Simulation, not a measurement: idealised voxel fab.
process module | voxel air gaps
cross-section cut | 265 nm wide | cells 5 nm
A cross-section is a grid of square cells, given in bands from the top down. A band is one or more rows of cells.
Each band's line starts with the height of the band's top and of its bottom, in nm. Then come its materials from left to right, each with its width in nm. One material with "throughout" fills the band from edge to edge. "air" is empty space.
Height 0 is the level under which the wafer as received is all one material. The lowest band goes on downwards, as in "0 down".
A width such as "30 to 40" changes by the same amount from each row of cells to the next, from the band's top row to its bottom row.
"no change" after a step means that no cell of the cross-section changed.
closed voids: empty space of 8 cells or more with no open way to the top, each as width x height at its distance from the left edge, in nm
after a step's settings: what the simulator itself notes on the step
overlay nm, on a step with a mask: how far to the right of its planned place the mask lay; to the left if negative
plan
1 op RECEIVE | material Si
2 op CONFORMAL_DEP | material SiO2 | thk nm 15
3 op CONFORMAL_DEP | material SiCN | thk nm 5
4 op DIRECTIONAL_DEP | material lowk | thk nm 35
5 op MASKED_ETCH | tone open | mask id LINES | width nm 15 | pitch nm 50 | etch materials lowk | depth nm 35 | overlay nm 0
6 op CONFORMAL_DEP | material TiN | thk nm 5
7 op FILL_DEP | material Ru | thk nm 5
8 op CMP | height nm 55
9 op EPI | material Ru | thk nm 10
10 op SELECTIVE_ETCH | etch materials lowk | depth nm 45
11 op CONFORMAL_DEP | material SiCN | thk nm 5
varied across the wafers: width nm of step 5. The plan shows the first wafer's value. All wafers start alike
first wafer as received, after step 1
  0 down: Si throughout
  closed voids: none
first wafer at the end, after step 11
  70 to 65: air 60 | SiCN 45 | air 5 | SiCN 45 | air 5 | SiCN 45 | air 60
  65 to 55: air 60 | SiCN 5 | Ru 35 | SiCN 5 | air 5 | SiCN 5 | Ru 35 | SiCN 5 | air 5 | SiCN 5 | Ru 35 | SiCN 5 | air 60
  55 to 50: air 60 | SiCN 15 | TiN 5 | Ru 5 | TiN 5 | SiCN 15 | air 5 | SiCN 15 | TiN 5 | Ru 5 | TiN 5 | SiCN 15 | air 5 | SiCN 15 | TiN 5 | Ru 5 | TiN 5 | SiCN 15 | air 60
  50 to 25: air 70 | SiCN 5 | TiN 5 | Ru 5 | TiN 5 | SiCN 5 | air 25 | SiCN 5 | TiN 5 | Ru 5 | TiN 5 | SiCN 5 | air 25 | SiCN 5 | TiN 5 | Ru 5 | TiN 5 | SiCN 5 | air 70
  25 to 20: SiCN 75 | TiN 15 | SiCN 35 | TiN 15 | SiCN 35 | TiN 15 | SiCN 75
  20 to 15: SiCN throughout
  15 to 0: SiO2 throughout
  0 down: Si throughout
  closed voids: none
last wafer at the end
  70 to 65: air 50 | SiCN 165 | air 50
  65 to 55: air 50 | SiCN 5 | Ru 155 | SiCN 5 | air 50
  55 to 50: air 50 | SiCN 15 | TiN 5 | Ru 25 | TiN 5 | lowk 15 | TiN 5 | Ru 25 | TiN 5 | lowk 15 | TiN 5 | Ru 25 | TiN 5 | SiCN 15 | air 50
  50 to 25: air 60 | SiCN 5 | TiN 5 | Ru 25 | TiN 5 | lowk 15 | TiN 5 | Ru 25 | TiN 5 | lowk 15 | TiN 5 | Ru 25 | TiN 5 | SiCN 5 | air 60
  25 to 20: SiCN 65 | TiN 35 | lowk 15 | TiN 35 | lowk 15 | TiN 35 | SiCN 65
  20 to 15: SiCN throughout
  15 to 0: SiO2 throughout
  0 down: Si throughout
  closed voids: none
each wafer at the end: cells of each material gained (+) or lost (-) since it was received, then its closed voids
width nm 15 | +60 Ru | +184 SiCN | +159 SiO2 | +45 TiN | closed voids: none
width nm 20 | +84 Ru | +184 SiCN | +159 SiO2 | +48 TiN | closed voids: 20 x 25 at 95; 20 x 25 at 145
width nm 25 | +108 Ru | +176 SiCN | +159 SiO2 | +51 TiN | closed voids: 15 x 25 at 100; 15 x 25 at 150
width nm 30 | +132 Ru | +132 SiCN | +159 SiO2 | +54 TiN | +56 lowk | closed voids: none
width nm 35 | +152 Ru | +132 SiCN | +159 SiO2 | +57 TiN | +42 lowk | closed voids: none
